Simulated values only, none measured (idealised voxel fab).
process module | voxel double patterning
cross-section cut | 180 nm wide | cells 5 nm
A cross-section is a grid of square cells, given in bands from the top down. A band is one or more rows of cells.
Each band's line starts with the height of the band's top and of its bottom, in nm. Then come its materials from left to right, each with its width in nm. One material with "throughout" fills the band from edge to edge. "air" is empty space.
Height 0 is the level under which the wafer as received is all one material. The lowest band goes on downwards, as in "0 down".
A width such as "30 to 40" changes by the same amount from each row of cells to the next, from the band's top row to its bottom row.
"no change" after a step means that no cell of the cross-section changed.
closed voids: empty space of 8 cells or more with no open way to the top, each as width x height at its distance from the left edge, in nm
after a step's settings: what the simulator itself notes on the step
overlay nm, on a step with a mask: how far to the right of its planned place the mask lay; to the left if negative
plan
1 op RECEIVE | material Si
2 op CONFORMAL_DEP | material SiO2 | thk nm 5
3 op DIRECTIONAL_DEP | material W | thk nm 20
4 op DIRECTIONAL_DEP | material SiCN | thk nm 5
5 op MASKED_ETCH | tone open | mask id FIRST | width nm 15 | pitch nm 50 | etch materials SiCN | depth nm 5 | overlay nm 0
6 op PATTERN | tone open | mask id SECOND | material resist | width nm 15 | pitch nm 50 | thk nm 15 | overlay nm 0
7 op DIRECTIONAL_ETCH | etch materials SiCN | depth nm 5
8 op STRIP | etch materials resist
9 op DIRECTIONAL_ETCH | etch materials W | depth nm 20
10 op STRIP | etch materials SiCN
first wafer, as planned
as received, after step 1
  0 down: Si throughout
  closed voids: none
after step 2
  5 to 0: SiO2 throughout
  below 0: unchanged
after step 3
  25 to 5: W throughout
  below 5: unchanged
after step 4
  30 to 25: SiCN throughout
  below 25: unchanged
after step 5
  30 to 25: SiCN 30 | air 15 | SiCN 35 | air 15 | SiCN 35 | air 15 | SiCN 35
  below 25: unchanged
after step 6
  45 to 30: resist 55 | air 15 | resist 35 | air 15 | resist 60
  30 to 25: SiCN 30 | resist 15 | SiCN 35 | resist 15 | SiCN 35 | resist 15 | SiCN 35
  below 25: unchanged
after step 7
  45 to 30: resist 55 | air 15 | resist 35 | air 15 | resist 60
  30 to 25: SiCN 30 | resist 15 | SiCN 10 | air 15 | SiCN 10 | resist 15 | SiCN 10 | air 15 | SiCN 10 | resist 15 | SiCN 35
  below 25: unchanged
after step 8
  30 to 25: SiCN 30 | air 15 | SiCN 10 | air 15 | SiCN 10 | air 15 | SiCN 10 | air 15 | SiCN 10 | air 15 | SiCN 35
  below 25: unchanged
after step 9
  30 to 25: SiCN 30 | air 15 | SiCN 10 | air 15 | SiCN 10 | air 15 | SiCN 10 | air 15 | SiCN 10 | air 15 | SiCN 35
  25 to 5: W 30 | air 15 | W 10 | air 15 | W 10 | air 15 | W 10 | air 15 | W 10 | air 15 | W 35
  below 5: unchanged
after step 10
  25 to 5: W 30 | air 15 | W 10 | air 15 | W 10 | air 15 | W 10 | air 15 | W 10 | air 15 | W 35
  below 5: unchanged
second wafer: like start, like plan, one mistake. Through step 4 it matches the first wafer
when step 5 should have ended
  30 to 25: SiCN 35 | air 15 | SiCN 35 | air 15 | SiCN 35 | air 15 | SiCN 30
  below 25: unchanged
when step 6 should have ended
  45 to 30: resist 55 | air 15 | resist 35 | air 15 | resist 60
  30 to 25: SiCN 35 | resist 15 | SiCN 35 | resist 15 | SiCN 35 | resist 15 | SiCN 30
  below 25: unchanged
when step 7 should have ended
  45 to 30: resist 55 | air 15 | resist 35 | air 15 | resist 60
  30 to 25: SiCN 35 | resist 15 | SiCN 5 | air 15 | SiCN 15 | resist 15 | SiCN 5 | air 15 | SiCN 15 | resist 15 | SiCN 30
  below 25: unchanged
when step 8 should have ended
  30 to 25: SiCN 35 | air 15 | SiCN 5 | air 15 | SiCN 15 | air 15 | SiCN 5 | air 15 | SiCN 15 | air 15 | SiCN 30
  below 25: unchanged
when step 9 should have ended
  30 to 25: SiCN 35 | air 15 | SiCN 5 | air 15 | SiCN 15 | air 15 | SiCN 5 | air 15 | SiCN 15 | air 15 | SiCN 30
  25 to 5: W 35 | air 15 | W 5 | air 15 | W 15 | air 15 | W 5 | air 15 | W 15 | air 15 | W 30
  below 5: unchanged
when step 10 should have ended
  25 to 5: W 35 | air 15 | W 5 | air 15 | W 15 | air 15 | W 5 | air 15 | W 15 | air 15 | W 30
  below 5: unchanged
what went wrong: step 5 ran as: op MASKED_ETCH | tone open | mask id FIRST | width nm 15 | pitch nm 50 | etch materials SiCN | depth nm 5 | overlay nm 5
at the end the second wafer has, in cells: as many of each material as the first, in other places
